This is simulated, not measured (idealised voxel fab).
process module | voxel ribs on slabs
cross-section cut | 270 nm wide | cells 5 nm
A cross-section is a grid of square cells, given in bands from the top down. A band is one or more rows of cells.
Each band's line starts with the height of the band's top and of its bottom, in nm. Then come its materials from left to right, each with its width in nm. One material with "throughout" fills the band from edge to edge. "air" is empty space.
Height 0 is the level under which the wafer as received is all one material. The lowest band goes on downwards, as in "0 down".
A width such as "30 to 40" changes by the same amount from each row of cells to the next, from the band's top row to its bottom row.
"no change" after a step means that no cell of the cross-section changed.
closed voids: empty space of 8 cells or more with no open way to the top, each as width x height at its distance from the left edge, in nm
after a step's settings: what the simulator itself notes on the step
overlay nm, on a step with a mask: how far to the right of its planned place the mask lay; to the left if negative
plan
1 op RECEIVE | material Si
2 op DIRECTIONAL_DEP | material SiO2 | thk nm 30
3 op DIRECTIONAL_DEP | material polySi | thk nm 20
4 op PATTERN | tone cover | mask id RIB | material resist | width nm 20 | thk nm 15 | overlay nm 0
5 op DIRECTIONAL_ETCH | etch materials polySi | depth nm 5
6 op STRIP | etch materials resist
7 op DIRECTIONAL_DEP | material aC | thk nm 15
8 op PATTERN | tone cover | mask id SLAB | material resist | width nm 50 | thk nm 35 | overlay nm 0
9 op DIRECTIONAL_ETCH | etch materials aC | depth nm 15
10 op STRIP | etch materials resist
11 op DIRECTIONAL_ETCH | etch materials polySi | depth nm 15
12 op STRIP | etch materials aC
13 op FILL_DEP | material SiO2 | thk nm 25
14 op CMP | height nm 65
15 op DIRECTIONAL_DEP | material TiN | thk nm 5
16 op PATTERN | tone cover | mask id HEATER | material resist | width nm 30 | thk nm 15 | overlay nm 0
17 op DIRECTIONAL_ETCH | etch materials TiN | depth nm 5
18 op STRIP | etch materials resist
19 op CONFORMAL_DEP | material SiO2 | thk nm 10
first wafer, as planned
as received, after step 1
  0 down: Si throughout
  closed voids: none
after step 2
  30 to 0: SiO2 throughout
  below 0: unchanged
after step 3
  50 to 30: polySi throughout
  below 30: unchanged
after step 4
  65 to 50: air 125 | resist 20 | air 125
  below 50: unchanged
after step 5
  65 to 50: air 125 | resist 20 | air 125
  50 to 45: air 125 | polySi 20 | air 125
  below 45: unchanged
after step 6
  50 to 45: air 125 | polySi 20 | air 125
  below 45: unchanged
after step 7
  65 to 60: air 125 | aC 20 | air 125
  60 to 50: aC throughout
  50 to 45: aC 125 | polySi 20 | aC 125
  below 45: unchanged
after step 8
  100 to 65: air 110 | resist 50 | air 110
  65 to 60: air 110 | resist 15 | aC 20 | resist 15 | air 110
  below 60: unchanged
after step 9
  85 to 65: air 110 | resist 50 | air 110
  65 to 60: air 110 | resist 15 | aC 20 | resist 15 | air 110
  60 to 50: air 110 | aC 50 | air 110
  50 to 45: air 110 | aC 15 | polySi 20 | aC 15 | air 110
  below 45: unchanged
after step 10
  65 to 60: air 125 | aC 20 | air 125
  below 60: unchanged
after step 11
  65 to 60: air 125 | aC 20 | air 125
  60 to 50: air 110 | aC 50 | air 110
  50 to 45: air 110 | aC 15 | polySi 20 | aC 15 | air 110
  45 to 30: air 110 | polySi 50 | air 110
  below 30: unchanged
after step 12
  50 to 45: air 125 | polySi 20 | air 125
  below 45: unchanged
after step 13
  75 to 50: SiO2 throughout
  50 to 45: SiO2 125 | polySi 20 | SiO2 125
  45 to 30: SiO2 110 | polySi 50 | SiO2 110
  below 30: unchanged
after step 14
  65 to 50: SiO2 throughout
  below 50: unchanged
after step 15
  70 to 65: TiN throughout
  below 65: unchanged
after step 16
  85 to 70: air 120 | resist 30 | air 120
  below 70: unchanged
after step 17
  85 to 70: air 120 | resist 30 | air 120
  70 to 65: air 120 | TiN 30 | air 120
  below 65: unchanged
after step 18
  70 to 65: air 120 | TiN 30 | air 120
  below 65: unchanged
after step 19
  80 to 75: air 110 | SiO2 50 | air 110
  75 to 70: SiO2 throughout
  70 to 65: SiO2 120 | TiN 30 | SiO2 120
  below 65: unchanged
second wafer: like start, like plan, one mistake. Through step 18 it matches the first wafer
when step 19 should have ended
  80 to 75: air 110 | TiN 50 | air 110
  75 to 65: TiN throughout
  below 65: unchanged
what went wrong: step 19 ran as: op CONFORMAL_DEP | material TiN | thk nm 10
at the end the second wafer has, in cells: 112 fewer of SiO2 | 112 more of TiN
